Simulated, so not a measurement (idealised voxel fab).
Process module heading - voxel plated lines
Cross-sectional view cut (width: 215 nm; square cell size: 5 nm).
Just so we're on the same page, the cross-sections are grids of square cells, and they're listed out in bands top to bottom, each band one or more rows deep. Read a band's entry like this: the first values are the height of its top and the height of its bottom in nm, and what follows is the sequence of materials from left to right, each with its width in nm. Note that "blank" is empty space, and that a single material marked "everywhere" reaches across the band from edge to edge. Heads up on the height convention: 0 is the point under which the incoming wafer is all one material, and the lowest band has no bottom, it just keeps going down, like "0 -> down". Read "30..40" as a graded width: first number on top, second number at the bottom, same change between each pair of neighbouring rows. "nothing was modified" (step): cross-section cells unchanged, all of them. "Voids lacking openings": empty spaces of 8 cells or more with no open way to the top, each given as width x height at distance, distance from the left edge, all in nm. Past the settings on a step's line: simulator remark, on that step. A step's line can hold "overlay nm"; with a mask on that step, the setting says how far right of the planned place the mask lay, while a negative setting says it lay to the left.
This section lists the process steps that were planned
1) RECEIVE [material Si]
2) CONFORMAL_DEP [material Al2O3] [thk nm 5]
3) DIRECTIONAL_DEP [material TiN] [thk nm 5]
4) PATTERN [tone open] [mask id LINES] [material resist] [width nm 25] [pitch nm 50] [thk nm 30] [overlay nm -15]
5) EPI [material Ru] [thk nm 5]
6) EPI [material Ru] [thk nm 5]
7) STRIP [etch materials resist]
8) DIRECTIONAL_ETCH [etch materials TiN] [depth nm 5]
9) CONFORMAL_DEP [material SiO2] [thk nm 10]
All wafers enter the flow in the same state. The overlay nm at step 4 differs from wafer to wafer, and the plan gives the value for the first wafer.
Cut through the first of several wafers as received, post step 1
0 -> down | Si everywhere
Voids lacking openings: none
Cross-sectional representation of the first of several wafers at the end of the module, i.e. after its terminal step, step 9
30 -> 20 | 45 blank / 45 SiO2 / 5 blank / 45 SiO2 / 75 blank
20 -> 15 | 45 blank / 10 SiO2 / 25 Ru / 10 SiO2 / 5 blank / 10 SiO2 / 25 Ru / 10 SiO2 / 75 blank
15 -> 10 | 55 SiO2 / 25 Ru / 25 SiO2 / 25 Ru / 85 SiO2
10 -> 5 | 55 SiO2 / 25 TiN / 25 SiO2 / 25 TiN / 85 SiO2
5 -> 0 | Al2O3 everywhere
0 -> down | Si everywhere
Voids lacking openings: none
X-section, last wafer, module end
30 -> 20 | 75 blank / 45 SiO2 / 5 blank / 45 SiO2 / 45 blank
20 -> 15 | 75 blank / 10 SiO2 / 25 Ru / 10 SiO2 / 5 blank / 10 SiO2 / 25 Ru / 10 SiO2 / 45 blank
15 -> 10 | 85 SiO2 / 25 Ru / 25 SiO2 / 25 Ru / 55 SiO2
10 -> 5 | 85 SiO2 / 25 TiN / 25 SiO2 / 25 TiN / 55 SiO2
5 -> 0 | Al2O3 everywhere
0 -> down | Si everywhere
Voids lacking openings: none
Each row below is a wafer at the end of the module, listing for every material the number of cells it has gained (+) or lost (-) since it was received, followed by its closed voids
overlay nm -15; +43 Al2O3; +20 Ru; +110 SiO2; +10 TiN; Voids lacking openings: none
overlay nm -10; +43 Al2O3; +20 Ru; +110 SiO2; +10 TiN; Voids lacking openings: none
overlay nm -5; +43 Al2O3; +20 Ru; +110 SiO2; +10 TiN; Voids lacking openings: none
overlay nm 0; +43 Al2O3; +20 Ru; +110 SiO2; +10 TiN; Voids lacking openings: none
overlay nm 5; +43 Al2O3; +20 Ru; +110 SiO2; +10 TiN; Voids lacking openings: none
overlay nm 10; +43 Al2O3; +20 Ru; +110 SiO2; +10 TiN; Voids lacking openings: none
overlay nm 15; +43 Al2O3; +20 Ru; +110 SiO2; +10 TiN; Voids lacking openings: none
